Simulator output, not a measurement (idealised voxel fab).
The following is a process module called voxel quadruple lines.
Cross-section cut: width 300 nm, square cells of 5 nm.
Cross-section, as written here: a square-cell grid given band by band from the top down, where a band holds one or more rows of cells.
Within each band entry, the heights of the top and of the bottom of the band appear first, in that order and in nm; the materials of the band then follow from left to right, each with its corresponding width in nm. The designation "full width" on a single material indicates that it fills the band from edge to edge; the designation "air" indicates empty space.
Below 0: as-received wafer, all one material; heights counted from there. Lowest band: no bottom, goes on down, written "z 0 and below".
A width given as "30..40" starts at the first number in the band's top row and ends at the second number in its bottom row, shifting by an equal amount at every step from row to row.
It should be understood that the words "no alterations made", when stated for a given step, signify that the cross-section underwent no change in any of its cells during that step.
The entry titled "Unvented cavities" provides the empty spaces that have no open way to the top, restricted to those of 8 cells or more. Each is presented as width x height at distance, the distance being measured from the left edge, with all three in nm.
after a step's settings: what the simulator itself notes on the step
A step's line can hold "overlay nm"; with a mask on that step, the setting says how far right of the planned place the mask lay, while a negative setting says it lay to the left.

## So here's the lineup of process steps we planned
- 1: RECEIVE: material Si
- 2: CONFORMAL_DEP: material Al2O3, thk nm 5
- 3: DIRECTIONAL_DEP: material W, thk nm 10
- 4: DIRECTIONAL_DEP: material polySi, thk nm 15
- 5: DIRECTIONAL_DEP: material aC, thk nm 25
- 6: PATTERN: tone cover, mask id MANDREL, material resist, width nm 30, pitch nm 80, thk nm 30, overlay nm -15
- 7: DIRECTIONAL_ETCH: etch materials aC, depth nm 25
- 8: STRIP: etch materials resist
- 9: CONFORMAL_DEP: material SiO2, thk nm 10
- 10: DIRECTIONAL_ETCH: etch materials SiO2, depth nm 10
- 11: STRIP: etch materials aC
- 12: DIRECTIONAL_ETCH: etch materials polySi, depth nm 15
- 13: STRIP: etch materials SiO2
- 14: CONFORMAL_DEP: material SiN, thk nm 10
- 15: DIRECTIONAL_ETCH: etch materials SiN, depth nm 10
- 16: STRIP: etch materials polySi
- 17: DIRECTIONAL_ETCH: etch materials W, depth nm 10
- 18: STRIP: etch materials SiN
Where the wafers of this document differ is in the overlay nm of step 6; they start out the same, and the plan states the value that applied to the first wafer.

## Cross-section of the first of several received wafers, showing its state after step 1
- z 0 and below: Si full width
- Unvented cavities: none

## For your reference, the table is organized with a row per wafer; each row reflects the wafer at the end of the module, indicating for each material the cells gained (+) or lost (-) since receipt, and thereafter its closed voids
overlay nm -15, +60 Al2O3, +32 W, Unvented cavities: none
overlay nm -10, +60 Al2O3, +32 W, Unvented cavities: none
overlay nm -5, +60 Al2O3, +32 W, Unvented cavities: none
overlay nm 0, +60 Al2O3, +32 W, Unvented cavities: none
overlay nm 5, +60 Al2O3, +32 W, Unvented cavities: none
overlay nm 10, +60 Al2O3, +32 W, Unvented cavities: none
overlay nm 15, +60 Al2O3, +32 W, Unvented cavities: none
